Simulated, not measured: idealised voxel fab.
process module | voxel released beams
cross-section cut | 280 nm wide | cells 5 nm
A cross-section is a grid of square cells, given in bands from the top down. A band is one or more rows of cells.
Each band's line starts with the height of the band's top and of its bottom, in nm. Then come its materials from left to right, each with its width in nm. One material with "throughout" fills the band from edge to edge. "air" is empty space.
Height 0 is the level under which the wafer as received is all one material. The lowest band goes on downwards, as in "0 down".
A width such as "30 to 40" changes by the same amount from each row of cells to the next, from the band's top row to its bottom row.
"no change" after a step means that no cell of the cross-section changed.
closed voids: empty space of 8 cells or more with no open way to the top, each as width x height at its distance from the left edge, in nm
after a step's settings: what the simulator itself notes on the step
overlay nm, on a step with a mask: how far to the right of its planned place the mask lay; to the left if negative
plan
1 op RECEIVE | material Si
2 op CONFORMAL_DEP | material SiN | thk nm 5
3 op DIRECTIONAL_DEP | material SiO2 | thk nm 20
4 op PATTERN | tone open | mask id ANCHOR | material resist | width nm 30 | thk nm 15 | overlay nm 0
5 op DIRECTIONAL_ETCH | etch materials SiO2 | depth nm 20
6 op STRIP | etch materials resist
7 op CONFORMAL_DEP | material TiN | thk nm 10
8 op DIRECTIONAL_DEP | material aC | thk nm 10
9 op PATTERN | tone cover | mask id BEAM | material resist | width nm 105 | thk nm 30 | overlay nm 0
10 op DIRECTIONAL_ETCH | etch materials aC | depth nm 10
11 op STRIP | etch materials resist
12 op DIRECTIONAL_ETCH | etch materials TiN | depth nm 10
13 op STRIP | etch materials aC
14 op STRIP | etch materials SiO2
first wafer, as planned
as received, after step 1
  0 down: Si throughout
  closed voids: none
after step 2
  5 to 0: SiN throughout
  below 0: unchanged
after step 3
  25 to 5: SiO2 throughout
  below 5: unchanged
after step 4
  40 to 25: resist 90 | air 30 | resist 160
  below 25: unchanged
after step 5
  40 to 25: resist 90 | air 30 | resist 160
  25 to 5: SiO2 90 | air 30 | SiO2 160
  below 5: unchanged
after step 6
  25 to 5: SiO2 90 | air 30 | SiO2 160
  below 5: unchanged
after step 7
  35 to 25: TiN 100 | air 10 | TiN 170
  25 to 15: SiO2 90 | TiN 10 | air 10 | TiN 10 | SiO2 160
  15 to 5: SiO2 90 | TiN 30 | SiO2 160
  below 5: unchanged
after step 8
  45 to 35: aC 100 | air 10 | aC 170
  35 to 25: TiN 100 | air 10 | TiN 170
  25 to 15: SiO2 90 | TiN 10 | aC 10 | TiN 10 | SiO2 160
  below 15: unchanged
after step 9
  75 to 45: air 85 | resist 105 | air 90
  45 to 35: aC 100 | resist 10 | aC 170
  35 to 25: TiN 100 | resist 10 | TiN 170
  below 25: unchanged
after step 10
  65 to 45: air 85 | resist 105 | air 90
  45 to 35: air 85 | aC 15 | resist 10 | aC 80 | air 90
  below 35: unchanged
after step 11
  45 to 35: air 85 | aC 15 | air 10 | aC 80 | air 90
  35 to 25: TiN 100 | air 10 | TiN 170
  below 25: unchanged
after step 12
  45 to 35: air 85 | aC 15 | air 10 | aC 80 | air 90
  35 to 25: air 85 | TiN 15 | air 10 | TiN 80 | air 90
  below 25: unchanged
after step 13
  35 to 25: air 85 | TiN 15 | air 10 | TiN 80 | air 90
  25 to 15: SiO2 90 | TiN 10 | air 10 | TiN 10 | SiO2 160
  below 15: unchanged
after step 14
  35 to 25: air 85 | TiN 15 | air 10 | TiN 80 | air 90
  25 to 15: air 90 | TiN 10 | air 10 | TiN 10 | air 160
  15 to 5: air 90 | TiN 30 | air 160
  below 5: unchanged
second wafer: like start, like plan, one mistake. Through step 1 it matches the first wafer
when step 2 should have ended
  20 to 0: SiO2 throughout
  below 0: unchanged
when step 3 should have ended
  25 to 20: SiN throughout
  below 20: unchanged
when step 4 should have ended
  40 to 25: resist 90 | air 30 | resist 160
  below 25: unchanged
when step 5 should have ended: no change
when step 6 should have ended
  25 to 20: SiN throughout
  below 20: unchanged
when step 7 should have ended
  35 to 25: TiN throughout
  below 25: unchanged
when step 8 should have ended
  45 to 35: aC throughout
  below 35: unchanged
when step 9 should have ended
  75 to 45: air 85 | resist 105 | air 90
  below 45: unchanged
when step 10 should have ended
  65 to 45: air 85 | resist 105 | air 90
  45 to 35: air 85 | aC 105 | air 90
  below 35: unchanged
when step 11 should have ended
  45 to 35: air 85 | aC 105 | air 90
  below 35: unchanged
when step 12 should have ended
  45 to 35: air 85 | aC 105 | air 90
  35 to 25: air 85 | TiN 105 | air 90
  below 25: unchanged
when step 13 should have ended
  35 to 25: air 85 | TiN 105 | air 90
  below 25: unchanged
when step 14 should have ended: no change
what went wrong: steps 2 and 3 were swapped
at the end the second wafer has, in cells: 224 more of SiO2 | 16 fewer of TiN
